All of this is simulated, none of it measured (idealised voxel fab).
process module | voxel transistor to metal
cross-section cut | 165 nm wide | cells 5 nm
A cross-section is a grid of square cells, given in bands from the top down. A band is one or more rows of cells.
Each band's line starts with the height of the band's top and of its bottom, in nm. Then come its materials from left to right, each with its width in nm. One material with "throughout" fills the band from edge to edge. "air" is empty space.
Height 0 is the level under which the wafer as received is all one material. The lowest band goes on downwards, as in "0 down".
A width such as "30 to 40" changes by the same amount from each row of cells to the next, from the band's top row to its bottom row.
"no change" after a step means that no cell of the cross-section changed.
closed voids: empty space of 8 cells or more with no open way to the top, each as width x height at its distance from the left edge, in nm
after a step's settings: what the simulator itself notes on the step
overlay nm, on a step with a mask: how far to the right of its planned place the mask lay; to the left if negative
plan
1 op RECEIVE | material Si
2 op CONFORMAL_DEP | material SiO2 | thk nm 5
3 op CONFORMAL_DEP | material SiN | thk nm 10
4 op DIRECTIONAL_DEP | material aC | thk nm 15
5 op PATTERN | tone cover | mask id ACTIVE | material resist | width nm 105 | thk nm 30 | overlay nm 0
6 op DIRECTIONAL_ETCH | etch materials aC | depth nm 15
7 op STRIP | etch materials resist
8 op DIRECTIONAL_ETCH | etch materials SiN | depth nm 10
9 op DIRECTIONAL_ETCH | etch materials SiO2 | depth nm 5
10 op DIRECTIONAL_ETCH | etch materials Si | depth nm 35
11 op STRIP | etch materials aC
12 op FILL_DEP | material SiO2 | thk nm 10
13 op CMP | height nm 15
14 op SELECTIVE_ETCH | etch materials SiO2 | depth nm 5
15 op STRIP | etch materials SiN
16 op SELECTIVE_ETCH | etch materials SiO2 | depth nm 5
17 op OXIDIZE | depth nm 5
18 op DIRECTIONAL_DEP | material polySi | thk nm 30
19 op DIRECTIONAL_DEP | material SiCN | thk nm 10
20 op PATTERN | tone cover | mask id GATE | material resist | width nm 25 | thk nm 20 | overlay nm 0
21 op DIRECTIONAL_ETCH | etch materials SiCN | depth nm 20
22 op DIRECTIONAL_ETCH | etch materials polySi | depth nm 40
23 op STRIP | etch materials resist
24 op CONFORMAL_DEP | material SiN | thk nm 10
25 op DIRECTIONAL_ETCH | etch materials SiN | depth nm 10
26 op DIRECTIONAL_ETCH | etch materials SiO2 | depth nm 5
27 op DIRECTIONAL_ETCH | etch materials Si | depth nm 5
28 op EPI | material pSi | thk nm 5
29 op FILL_DEP | material SiO2 | thk nm 10
30 op CMP | height nm 40
31 op DIRECTIONAL_DEP | material SiO2 | thk nm 15
32 op PATTERN | tone open | mask id CONTACT | material resist | width nm 30 | pitch nm 65 | thk nm 20 | overlay nm -15
33 op DIRECTIONAL_ETCH | etch materials SiO2 | depth nm 60
34 op STRIP | etch materials resist
35 op CONFORMAL_DEP | material TiN | thk nm 5
36 op FILL_DEP | material Ru | thk nm 5
37 op CMP | height nm 55
38 op DIRECTIONAL_DEP | material TiN | thk nm 5
39 op DIRECTIONAL_DEP | material Ru | thk nm 20
40 op PATTERN | tone cover | mask id METAL_1 | material resist | width nm 15 | pitch nm 80 | thk nm 20 | overlay nm 0
41 op DIRECTIONAL_ETCH | etch materials Ru | depth nm 20
42 op DIRECTIONAL_ETCH | etch materials TiN | depth nm 5
43 op STRIP | etch materials resist
44 op CONFORMAL_DEP | material SiN | thk nm 5
45 op FILL_DEP | material lowk | thk nm 10
46 op CMP | height nm 80
47 op CONFORMAL_DEP | material SiN | thk nm 5
varied across the wafers: overlay nm of step 32. The plan shows the first wafer's value. All wafers start alike
first wafer as received, after step 1
  0 down: Si throughout
  closed voids: none
first wafer at the end, after step 47
  85 to 80: SiN throughout
  80 to 60: lowk 30 | SiN 5 | Ru 15 | SiN 5 | lowk 55 | SiN 5 | Ru 15 | SiN 5 | lowk 30
  60 to 55: SiN 35 | TiN 15 | SiN 65 | TiN 15 | SiN 35
  55 to 45: SiO2 20 | TiN 5 | Ru 20 | TiN 5 | SiO2 35 | TiN 5 | Ru 20 | TiN 5 | SiO2 50
  45 to 40: SiO2 20 | TiN 5 | Ru 20 | TiN 5 | SiO2 35 | TiN 30 | SiO2 50
  40 to 30: SiO2 20 | TiN 5 | Ru 20 | TiN 5 | SiO2 10 | SiN 10 | SiCN 25 | SiN 10 | TiN 10 | SiO2 50
  30 to 10: SiO2 20 | TiN 5 | Ru 20 | TiN 5 | SiO2 10 | SiN 10 | polySi 25 | SiN 10 | TiN 10 | SiO2 50
  10 to 5: SiO2 20 | TiN 20 | Ru 5 | TiN 5 | SiO2 10 | SiN 10 | polySi 25 | SiN 10 | TiN 10 | SiO2 50
  5 to 0: SiO2 20 | TiN 5 | SiN 10 | TiN 15 | SiO2 10 | SiN 10 | polySi 25 | SiN 10 | TiN 10 | SiO2 15 | SiN 10 | SiO2 25
  0 to -5: SiO2 20 | TiN 5 | SiO2 10 | pSi 5 | TiN 10 | SiO2 5 | pSi 5 | SiO2 45 | pSi 5 | TiN 5 | SiO2 10 | pSi 5 | SiO2 35
  -5 to -10: SiO2 30 | Si 5 | pSi 25 | Si 45 | pSi 25 | Si 5 | SiO2 30
  -10 to -35: SiO2 30 | Si 105 | SiO2 30
  -35 down: Si throughout
  closed voids: none
last wafer at the end
  85 to 80: SiN throughout
  80 to 60: lowk 30 | SiN 5 | Ru 15 | SiN 5 | lowk 55 | SiN 5 | Ru 15 | SiN 5 | lowk 30
  60 to 55: SiN 35 | TiN 15 | SiN 65 | TiN 15 | SiN 35
  55 to 45: SiO2 50 | TiN 5 | Ru 20 | TiN 5 | SiO2 35 | TiN 5 | Ru 20 | TiN 5 | SiO2 20
  45 to 40: SiO2 50 | TiN 30 | SiO2 35 | TiN 5 | Ru 20 | TiN 5 | SiO2 20
  40 to 30: SiO2 50 | TiN 10 | SiN 10 | SiCN 25 | SiN 10 | SiO2 10 | TiN 5 | Ru 20 | TiN 5 | SiO2 20
  30 to 10: SiO2 50 | TiN 10 | SiN 10 | polySi 25 | SiN 10 | SiO2 10 | TiN 5 | Ru 20 | TiN 5 | SiO2 20
  10 to 5: SiO2 50 | TiN 10 | SiN 10 | polySi 25 | SiN 10 | SiO2 10 | TiN 5 | Ru 5 | TiN 20 | SiO2 20
  5 to 0: SiO2 25 | SiN 10 | SiO2 15 | TiN 10 | SiN 10 | polySi 25 | SiN 10 | SiO2 10 | TiN 15 | SiN 10 | TiN 5 | SiO2 20
  0 to -5: SiO2 35 | pSi 5 | SiO2 10 | TiN 5 | pSi 5 | SiO2 45 | pSi 5 | SiO2 5 | TiN 10 | pSi 5 | SiO2 10 | TiN 5 | SiO2 20
  -5 to -10: SiO2 30 | Si 5 | pSi 25 | Si 45 | pSi 25 | Si 5 | SiO2 30
  -10 to -35: SiO2 30 | Si 105 | SiO2 30
  -35 down: Si throughout
  closed voids: none
each wafer at the end: cells of each material gained (+) or lost (-) since it was received, then its closed voids
overlay nm -15 | +69 Ru | -115 Si | +10 SiCN | +112 SiN | +286 SiO2 | +63 TiN | +92 lowk | +14 pSi | +30 polySi | closed voids: none
overlay nm -10 | +79 Ru | -115 Si | +10 SiCN | +112 SiN | +277 SiO2 | +62 TiN | +92 lowk | +14 pSi | +30 polySi | closed voids: none
overlay nm -5 | +89 Ru | -115 Si | +10 SiCN | +112 SiN | +267 SiO2 | +62 TiN | +92 lowk | +14 pSi | +30 polySi | closed voids: none
overlay nm 0 | +90 Ru | -115 Si | +10 SiCN | +112 SiN | +266 SiO2 | +62 TiN | +92 lowk | +14 pSi | +30 polySi | closed voids: none
overlay nm 5 | +89 Ru | -115 Si | +10 SiCN | +112 SiN | +267 SiO2 | +62 TiN | +92 lowk | +14 pSi | +30 polySi | closed voids: none
overlay nm 10 | +79 Ru | -115 Si | +10 SiCN | +112 SiN | +277 SiO2 | +62 TiN | +92 lowk | +14 pSi | +30 polySi | closed voids: none
overlay nm 15 | +69 Ru | -115 Si | +10 SiCN | +112 SiN | +286 SiO2 | +63 TiN | +92 lowk | +14 pSi | +30 polySi | closed voids: none
